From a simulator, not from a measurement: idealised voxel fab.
The process module presented herein is designated voxel transistor to metal.
We display cut, a cross-section 205 nm in width whose square cells are each 5 nm.
How to read a cross-section here: the picture is a grid of square cells, written as bands going from the top down, and any band can span one or more rows of cells.
Top, bottom (nm), then materials left to right with widths (nm); lone material tagged "throughout" fills the whole band edge to edge; "blank" = empty space.
Heads up on the height convention: 0 is the point under which the incoming wafer is all one material, and the lowest band has no bottom, it just keeps going down, like "0 -> down".
Width spec "30->40" -> top row of cells at first value, bottom row at second value, equal per-row change in between.
"remained unchanged" means the step left every cell of the cross-section as it was.
What "Enclosed internal voids" gives you is every empty space of 8 cells or more that is cut off from the top. Each appears as width x height at distance, with the distance taken from the left edge and width, height and distance all in nm.
Read whatever lies past the settings on a step's line as the simulator's own remark about the step.
Regarding "overlay nm": on a step with a mask, it is the distance the mask lay to the right of its planned place; a negative value places it to the left.
Intended process steps
1: RECEIVE, material Si
2: OXIDIZE, depth nm 5
3: CONFORMAL_DEP, material SiN, thk nm 10
4: MASKED_ETCH, tone cover, mask id ACTIVE, width nm 95, etch materials SiN, depth nm 10, overlay nm 0
5: MASKED_ETCH, tone cover, mask id ACTIVE, width nm 95, etch materials SiO2, depth nm 5, overlay nm 0
6: MASKED_ETCH, tone cover, mask id ACTIVE, width nm 95, etch materials Si, depth nm 30, overlay nm 0
7: OXIDIZE, depth nm 5
8: FILL_DEP, material SiO2, thk nm 5
9: CMP, height nm 10
10: SELECTIVE_ETCH, etch materials SiO2, depth nm 5
11: STRIP, etch materials SiN
12: SELECTIVE_ETCH, etch materials SiO2, depth nm 5
13: OXIDIZE, depth nm 5
14: DIRECTIONAL_DEP, material polySi, thk nm 20
15: DIRECTIONAL_DEP, material SiCN, thk nm 10
16: MASKED_ETCH, tone cover, mask id GATE, width nm 25, etch materials SiCN, depth nm 20, overlay nm 0
17: MASKED_ETCH, tone cover, mask id GATE, width nm 25, etch materials polySi, depth nm 30, overlay nm 0
18: CONFORMAL_DEP, material SiO2, thk nm 5
19: DIRECTIONAL_ETCH, etch materials SiO2, depth nm 5
20: CONFORMAL_DEP, material SiN, thk nm 5
21: DIRECTIONAL_ETCH, etch materials SiN, depth nm 5
22: DIRECTIONAL_ETCH, etch materials SiO2, depth nm 5
23: EPI, material pSi, thk nm 5
24: FILL_DEP, material SiO2, thk nm 10
25: CMP, height nm 25
26: DIRECTIONAL_DEP, material SiO2, thk nm 10
27: DIRECTIONAL_DEP, material aC, thk nm 15
28: PATTERN, tone open, mask id CONTACT, material resist, width nm 15, pitch nm 70, thk nm 35, overlay nm 0
29: DIRECTIONAL_ETCH, etch materials aC, depth nm 15
30: STRIP, etch materials resist
31: DIRECTIONAL_ETCH, etch materials SiO2, depth nm 40
32: STRIP, etch materials aC
33: CONFORMAL_DEP, material TiN, thk nm 5
34: FILL_DEP, material W, thk nm 10
35: CMP, height nm 35
36: CONFORMAL_DEP, material SiCN, thk nm 5
37: DIRECTIONAL_DEP, material lowk, thk nm 20
38: MASKED_ETCH, tone open, mask id METAL_1, width nm 15, pitch nm 70, etch materials lowk, depth nm 20, overlay nm 0
39: MASKED_ETCH, tone open, mask id METAL_1, width nm 15, pitch nm 70, etch materials SiCN, depth nm 5, overlay nm 0
40: CONFORMAL_DEP, material TiN, thk nm 5
41: FILL_DEP, material Cu, thk nm 10
42: CMP, height nm 60
43: CONFORMAL_DEP, material SiN, thk nm 5
As-received state of the wafer in cross-section, equivalent to post-step 1
- 0 -> down = Si throughout
- Enclosed internal voids: none
Looking at the first of two wafers in cross-section at end of module - ran to plan
- 65 -> 60 = SiN throughout
- 60 -> 40 = lowk 60 nm  TiN 5 nm  Cu 5 nm  TiN 5 nm  lowk 55 nm  TiN 5 nm  Cu 5 nm  TiN 5 nm  lowk 60 nm
- 40 -> 35 = SiCN 60 nm  TiN 15 nm  SiCN 55 nm  TiN 15 nm  SiCN 60 nm
- 35 -> 25 = SiO2 60 nm  TiN 5 nm  W 5 nm  TiN 5 nm  SiO2 55 nm  TiN 5 nm  W 5 nm  TiN 5 nm  SiO2 60 nm
- 25 -> 15 = SiO2 60 nm  TiN 5 nm  W 5 nm  TiN 5 nm  SiO2 5 nm  SiN 5 nm  SiO2 5 nm  SiCN 25 nm  SiO2 5 nm  SiN 5 nm  SiO2 5 nm  TiN 5 nm  W 5 nm  TiN 5 nm  SiO2 60 nm
- 15 -> 0 = SiO2 60 nm  TiN 5 nm  W 5 nm  TiN 5 nm  SiO2 5 nm  SiN 5 nm  SiO2 5 nm  polySi 25 nm  SiO2 5 nm  SiN 5 nm  SiO2 5 nm  TiN 5 nm  W 5 nm  TiN 5 nm  SiO2 60 nm
- 0 -> -5 = SiO2 55 nm  SiN 5 nm  TiN 15 nm  SiO2 5 nm  SiN 5 nm  SiO2 5 nm  polySi 25 nm  SiO2 5 nm  SiN 5 nm  SiO2 5 nm  TiN 15 nm  SiN 5 nm  SiO2 55 nm
- -5 -> -10 = SiO2 60 nm  pSi 20 nm  SiO2 45 nm  pSi 20 nm  SiO2 60 nm
- -10 -> -40 = SiO2 60 nm  Si 85 nm  SiO2 60 nm
- -40 -> down = Si throughout
- Enclosed internal voids: none
Here's the second of our two wafers sectioned at module end. Same start as the first, same plan, but one mistake got made running it
- 65 -> 60 = SiN throughout
- 60 -> 40 = lowk 60 nm  TiN 5 nm  Cu 5 nm  TiN 5 nm  lowk 55 nm  TiN 5 nm  Cu 5 nm  TiN 5 nm  lowk 60 nm
- 40 -> 35 = SiCN 60 nm  TiN 15 nm  SiCN 55 nm  TiN 15 nm  SiCN 60 nm
- 35 -> 25 = SiO2 60 nm  TiN 5 nm  W 5 nm  TiN 5 nm  SiO2 55 nm  TiN 5 nm  W 5 nm  TiN 5 nm  SiO2 60 nm
- 25 -> 15 = SiO2 60 nm  TiN 5 nm  W 5 nm  TiN 5 nm  SiO2 5 nm  SiN 5 nm  SiO2 5 nm  SiCN 25 nm  SiO2 5 nm  SiN 5 nm  SiO2 5 nm  TiN 5 nm  W 5 nm  TiN 5 nm  SiO2 60 nm
- 15 -> 0 = SiO2 60 nm  TiN 5 nm  W 5 nm  TiN 5 nm  SiO2 5 nm  SiN 5 nm  SiO2 5 nm  polySi 25 nm  SiO2 5 nm  SiN 5 nm  SiO2 5 nm  TiN 5 nm  W 5 nm  TiN 5 nm  SiO2 60 nm
- 0 -> -5 = SiO2 55 nm  SiN 5 nm  TiN 15 nm  SiO2 5 nm  SiN 5 nm  SiO2 5 nm  polySi 25 nm  SiO2 5 nm  SiN 5 nm  SiO2 5 nm  TiN 15 nm  SiO2 5 nm  SiN 5 nm  SiO2 50 nm
- -5 -> -10 = SiO2 60 nm  pSi 20 nm  SiO2 45 nm  pSi 25 nm  SiO2 55 nm
- -10 -> -40 = SiO2 60 nm  Si 90 nm  SiO2 55 nm
- -40 -> down = Si throughout
- Enclosed internal voids: none
Where did the run depart from the plan? step 4 was run on a setting that differed from the plan, and what really ran there is MASKED_ETCH, tone cover, mask id ACTIVE, width nm 100, etch materials SiN, depth nm 10, overlay nm 0
Looking at both finished wafers in cells, the second ends up ahead of or behind the first on some materials: Si +6; SiO2 -7; pSi +1
